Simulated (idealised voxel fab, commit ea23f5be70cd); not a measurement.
Process module under the name voxel plated lines
Square cell edge 5 nm, section width 245 nm, ID cut.
This document writes a cross-section as a grid whose cells are square, and gives it as bands, listed from the top down; one or more rows of cells form a band. Per band: top height and bottom height in nm, followed by the left-to-right materials and their widths in nm; "all across" marks a single material spanning edge to edge, "empty" marks empty space. Note: height 0 marks the level under which the wafer is uniformly one material as received. Lowest band unbounded below, written "from 0 down". You'd read "30..40" like this: the band's top row of cells is as wide as the first number, its bottom row is as wide as the second, and going down, every row changes width by the same amount as the row before did. "all unchanged" -> step changed no cross-section cell. "Closed voids list": sealed empty spaces, 8 cells or more, no open way to top, listed width x height at distance, with distance from the left edge and width, height and distance in nm. If you see something after the settings on a step's line, that's the simulator's own remark about that step. overlay nm: how far to the right of its planned place the mask lay on this masked step (negative: to the left).

The following list gives the planned process steps
step 1: RECEIVE with material Si
step 2: CONFORMAL_DEP with material SiO2, thk nm 5
step 3: DIRECTIONAL_DEP with material TiN, thk nm 5
step 4: PATTERN with tone open, mask id LINES, material resist, width nm 20, pitch nm 35, thk nm 40, overlay nm 0
step 5: EPI with material Ru, thk nm 5
step 6: EPI with material Ru, thk nm 5
step 7: EPI with material Ru, thk nm 5
step 8: STRIP with etch materials resist
step 9: DIRECTIONAL_ETCH with etch materials TiN, depth nm 5
step 10: CONFORMAL_DEP with material SiCN, thk nm 10

The cross-section here shows the wafer as received, i.e. in its state after step 1
> from 0 down  Si all across
> Closed voids list: none

First of two wafers, end-of-module section, run followed plan
> from 35 to 25  65 of empty, then 110 of SiCN, then 70 of empty
> from 25 to 15  65 of empty, then 10 of SiCN, then 20 of Ru, then 15 of SiCN, then 20 of Ru, then 15 of SiCN, then 20 of Ru, then 10 of SiCN, then 70 of empty
> from 15 to 10  75 of SiCN, then 20 of Ru, then 15 of SiCN, then 20 of Ru, then 15 of SiCN, then 20 of Ru, then 80 of SiCN
> from 10 to 5  75 of SiCN, then 20 of TiN, then 15 of SiCN, then 20 of TiN, then 15 of SiCN, then 20 of TiN, then 80 of SiCN
> from 5 to 0  SiO2 all across
> from 0 down  Si all across
> Closed voids list: none

Wafer two, sectioned after the module: the first wafer's start, the first wafer's plan, and one mistake in how it was run
> from 20 to 5  SiCN all across
> from 5 to 0  SiO2 all across
> from 0 down  Si all across
> Closed voids list: none
Plan not followed: contrary to plan, step 3 was performed as DIRECTIONAL_DEP with material SiCN, thk nm 5
Final cells, second wafer relative to first, materials higher or lower: -36 Ru; +9 SiCN; -12 TiN
